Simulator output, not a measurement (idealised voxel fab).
This section sets out a process module, namely voxel fin reveal.
Displayed cross-section: cut, width of 285 nm, square cells sized 5 nm.
Square cells in a grid make up a cross-section in this document, and the grid is given as bands, listed from the top down, each one or more rows of cells. Each band's line starts with the height of the band's top and of its bottom, in nm. Then come its materials from left to right, each with its width in nm. One material with "everywhere" fills the band from edge to edge. "blank" is empty space. All heights in this document are referenced to 0, defined as the level beneath which the wafer, as received, consists entirely of one material. The lowest band is not bounded below; it extends indefinitely downward and is written in the form "0 -> down". So if you see something like "30 to 40" for the width, read it as the top row of the band sitting at the first number and the bottom row at the second, with every row in between moving by the same amount as the last. What does "all unchanged" mean for a step? It means no cell of the cross-section changed in that step. So "Encapsulated voids" is basically the list of trapped voids: any empty space of 8 cells or more that can't reach the top through an opening. They're written width x height at distance, the distance being from the left edge, and it's all nm. Where a step's line continues beyond its settings, the continuation is a remark by the simulator itself on that step. overlay nm: how far to the right of its planned place the mask lay on this masked step (negative: to the left).
-- Planned step list for the process
1. op RECEIVE | material Si
2. op CONFORMAL_DEP | material SiN | thk nm 10
3. op DIRECTIONAL_DEP | material aC | thk nm 15
4. op PATTERN | tone cover | mask id FINS | material resist | width nm 15 | pitch nm 40 | thk nm 30 | overlay nm 0
5. op DIRECTIONAL_ETCH | etch materials aC | depth nm 15
6. op STRIP | etch materials resist
7. op DIRECTIONAL_ETCH | etch materials SiN | depth nm 10
8. op DIRECTIONAL_ETCH | etch materials Si | depth nm 35
9. op STRIP | etch materials aC
10. op FILL_DEP | material SiO2 | thk nm 10
11. op CMP | height nm 10
12. op SELECTIVE_ETCH | etch materials SiO2 | depth nm 20
13. op STRIP | etch materials SiN
14. op CONFORMAL_DEP | material HfO2 | thk nm 5
-- The first of two wafers, run as planned
-- As-received wafer cross-section (after step 1)
* 0 -> down = Si everywhere
* Encapsulated voids: none
-- The wafer in cross-section once step 2 is complete
* 10 -> 0 = SiN everywhere
* Unchanged below 0.
-- The wafer in cross-section once step 3 is complete
* 25 -> 10 = aC everywhere
* Unchanged below 10.
-- The wafer in cross-section once step 4 is complete
* 55 -> 25 = blank (95), resist (15), blank (25), resist (15), blank (25), resist (15), blank (95)
* Unchanged below 25.
-- The wafer in cross-section once step 5 is complete
* 40 -> 25 = blank (95), resist (15), blank (25), resist (15), blank (25), resist (15), blank (95)
* 25 -> 10 = blank (95), aC (15), blank (25), aC (15), blank (25), aC (15), blank (95)
* Unchanged below 10.
-- The wafer in cross-section once step 6 is complete
* 25 -> 10 = blank (95), aC (15), blank (25), aC (15), blank (25), aC (15), blank (95)
* Unchanged below 10.
-- The wafer in cross-section once step 7 is complete
* 25 -> 10 = blank (95), aC (15), blank (25), aC (15), blank (25), aC (15), blank (95)
* 10 -> 0 = blank (95), SiN (15), blank (25), SiN (15), blank (25), SiN (15), blank (95)
* Unchanged below 0.
-- The wafer in cross-section once step 8 is complete
* 25 -> 10 = blank (95), aC (15), blank (25), aC (15), blank (25), aC (15), blank (95)
* 10 -> 0 = blank (95), SiN (15), blank (25), SiN (15), blank (25), SiN (15), blank (95)
* 0 -> -35 = blank (95), Si (15), blank (25), Si (15), blank (25), Si (15), blank (95)
* Unchanged below -35.
-- The wafer in cross-section once step 9 is complete
* 10 -> 0 = blank (95), SiN (15), blank (25), SiN (15), blank (25), SiN (15), blank (95)
* Unchanged below 0.
-- The wafer in cross-section once step 10 is complete
* 20 -> 10 = SiO2 everywhere
* 10 -> 0 = SiO2 (95), SiN (15), SiO2 (25), SiN (15), SiO2 (25), SiN (15), SiO2 (95)
* 0 -> -35 = SiO2 (95), Si (15), SiO2 (25), Si (15), SiO2 (25), Si (15), SiO2 (95)
* Unchanged below -35.
-- The wafer in cross-section once step 11 is complete
* 10 -> 0 = SiO2 (95), SiN (15), SiO2 (25), SiN (15), SiO2 (25), SiN (15), SiO2 (95)
* Unchanged below 0.
-- The wafer in cross-section once step 12 is complete
* 10 -> 0 = blank (95), SiN (15), blank (25), SiN (15), blank (25), SiN (15), blank (95)
* 0 -> -10 = blank (95), Si (15), blank (25), Si (15), blank (25), Si (15), blank (95)
* Unchanged below -10.
-- The wafer in cross-section once step 13 is complete
* 0 -> -10 = blank (95), Si (15), blank (25), Si (15), blank (25), Si (15), blank (95)
* Unchanged below -10.
-- The wafer in cross-section once step 14 is complete
* 5 -> 0 = blank (90), HfO2 (25), blank (15), HfO2 (25), blank (15), HfO2 (25), blank (90)
* 0 -> -5 = blank (90), HfO2 (5), Si (15), HfO2 (5), blank (15), HfO2 (5), Si (15), HfO2 (5), blank (15), HfO2 (5), Si (15), HfO2 (5), blank (90)
* -5 -> -10 = HfO2 (95), Si (15), HfO2 (25), Si (15), HfO2 (25), Si (15), HfO2 (95)
* Unchanged below -10.
-- Second wafer: same start and same plan as the first, one execution error; identical to the first through step 13
Look at the second wafer in cross-section at the time step 14 ought to have finished: all unchanged
What broke from the plan during processing? step 14 was dropped from the plan's execution and never run
Final tally in cells, some materials are higher or lower on the second wafer than on the first: HfO2 -69
